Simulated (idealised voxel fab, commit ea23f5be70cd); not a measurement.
Title: Process Module voxel transistor to metal
Section shown: cut. Width: 200 nm. Cell size: 5 nm, square.
A cross-section is written here as square cells arranged in a grid, and it is given in bands from the top down, each band taking up one or more rows of cells.
Band: top and bottom heights (nm) first, top before bottom; then materials from left to right, widths in nm. "edge to edge" marks a sole material filling the band edge to edge. "empty" denotes empty space.
It should be noted that heights are counted from 0, beneath which the wafer as supplied is of one material throughout, and that the lowest band possesses no lower boundary but continues downward, as written in "0..down".
You'd read "30..40" like this: the band's top row of cells is as wide as the first number, its bottom row is as wide as the second, and going down, every row changes width by the same amount as the row before did.
What does "nothing different" mean for a step? It means no cell of the cross-section changed in that step.
Enclosed voids (no open way to top), threshold 8 cells or more, entry "Cavities, sealed", notation width x height at distance, distance from left edge, nm.
Read whatever lies past the settings on a step's line as the simulator's own remark about the step.
If you see "overlay nm" on a step's line and that step has a mask, it's telling you how far right of where it was planned the mask ended up; a negative number means it went left instead.

-- This section lists the process steps that were planned
1 RECEIVE: material Si
2 CONFORMAL_DEP: material SiO2, thk nm 5
3 CONFORMAL_DEP: material SiN, thk nm 15
4 MASKED_ETCH: tone cover, mask id ACTIVE, width nm 85, etch materials SiN, depth nm 15, overlay nm 0
5 MASKED_ETCH: tone cover, mask id ACTIVE, width nm 85, etch materials SiO2, depth nm 5, overlay nm 0
6 MASKED_ETCH: tone cover, mask id ACTIVE, width nm 85, etch materials Si, depth nm 25, overlay nm 0
7 OXIDIZE: depth nm 5
8 FILL_DEP: material SiO2, thk nm 15
9 CMP: height nm 20
10 SELECTIVE_ETCH: etch materials SiO2, depth nm 10
11 STRIP: etch materials SiN
12 SELECTIVE_ETCH: etch materials SiO2, depth nm 5
13 OXIDIZE: depth nm 5
14 DIRECTIONAL_DEP: material polySi, thk nm 30
15 DIRECTIONAL_DEP: material SiCN, thk nm 15
16 DIRECTIONAL_DEP: material aC, thk nm 10
17 PATTERN: tone cover, mask id GATE, material resist, width nm 15, thk nm 25, overlay nm 0
18 DIRECTIONAL_ETCH: etch materials aC, depth nm 10
19 STRIP: etch materials resist
20 DIRECTIONAL_ETCH: etch materials SiCN, depth nm 25
21 DIRECTIONAL_ETCH: etch materials polySi, depth nm 40
22 STRIP: etch materials aC
23 CONFORMAL_DEP: material SiO2, thk nm 5
24 DIRECTIONAL_ETCH: etch materials SiO2, depth nm 5
25 CONFORMAL_DEP: material SiN, thk nm 10
26 DIRECTIONAL_ETCH: etch materials SiN, depth nm 10
27 DIRECTIONAL_ETCH: etch materials SiO2, depth nm 5
28 DIRECTIONAL_ETCH: etch materials Si, depth nm 15
29 EPI: material nSi, thk nm 15
30 FILL_DEP: material SiO2, thk nm 5
31 CMP: height nm 45
32 DIRECTIONAL_DEP: material SiO2, thk nm 10
33 DIRECTIONAL_DEP: material aC, thk nm 10
34 PATTERN: tone open, mask id CONTACT, material resist, width nm 15, pitch nm 60, thk nm 30, overlay nm 0
35 DIRECTIONAL_ETCH: etch materials aC, depth nm 10
36 STRIP: etch materials resist
37 DIRECTIONAL_ETCH: etch materials SiO2, depth nm 45
38 STRIP: etch materials aC
39 CONFORMAL_DEP: material TiN, thk nm 5
40 FILL_DEP: material W, thk nm 10
41 CMP: height nm 55
42 CONFORMAL_DEP: material SiCN, thk nm 5
43 DIRECTIONAL_DEP: material SiO2, thk nm 15
44 PATTERN: tone open, mask id METAL_1, material resist, width nm 15, pitch nm 60, thk nm 15, overlay nm 0
45 DIRECTIONAL_ETCH: etch materials SiO2, depth nm 15
46 DIRECTIONAL_ETCH: etch materials SiCN, depth nm 5
47 STRIP: etch materials resist
48 CONFORMAL_DEP: material TiN, thk nm 5
49 FILL_DEP: material W, thk nm 10
50 CMP: height nm 75
51 CONFORMAL_DEP: material SiCN, thk nm 5
52 DIRECTIONAL_DEP: material SiO2, thk nm 25
53 PATTERN: tone open, mask id METAL_2, material resist, width nm 15, pitch nm 60, thk nm 20, overlay nm 0
54 DIRECTIONAL_ETCH: etch materials SiO2, depth nm 15
55 STRIP: etch materials resist
56 PATTERN: tone open, mask id METAL_2_HOLES, material resist, width nm 15, pitch nm 60, thk nm 20, overlay nm 0
57 DIRECTIONAL_ETCH: etch materials SiO2, depth nm 10
58 DIRECTIONAL_ETCH: etch materials SiCN, depth nm 5
59 STRIP: etch materials resist
60 CONFORMAL_DEP: material TiN, thk nm 5
61 FILL_DEP: material Ru, thk nm 5
62 CMP: height nm 105
63 CONFORMAL_DEP: material SiCN, thk nm 5
Where the wafers of this document differ is in the width nm of step 44; they start out the same, and the plan states the value that applied to the first wafer.

-- The first of several wafers in cross-section, exactly as it reached us after step 1
  0..down | Si edge to edge
  Cavities, sealed: none

-- Per wafer, end of module: cells gained (+) or lost (-) per material since receipt, then closed voids
width nm 15, +10 Ru, -177 Si, +117 SiCN, +40 SiN, +742 SiO2, +82 TiN, +22 W, +26 nSi, +18 polySi, Cavities, sealed: none
width nm 20, +10 Ru, -177 Si, +115 SiCN, +40 SiN, +736 SiO2, +84 TiN, +28 W, +26 nSi, +18 polySi, Cavities, sealed: none
width nm 25, +10 Ru, -177 Si, +113 SiCN, +40 SiN, +730 SiO2, +86 TiN, +34 W, +26 nSi, +18 polySi, Cavities, sealed: none
width nm 30, +10 Ru, -177 Si, +111 SiCN, +40 SiN, +724 SiO2, +88 TiN, +40 W, +26 nSi, +18 polySi, Cavities, sealed: none
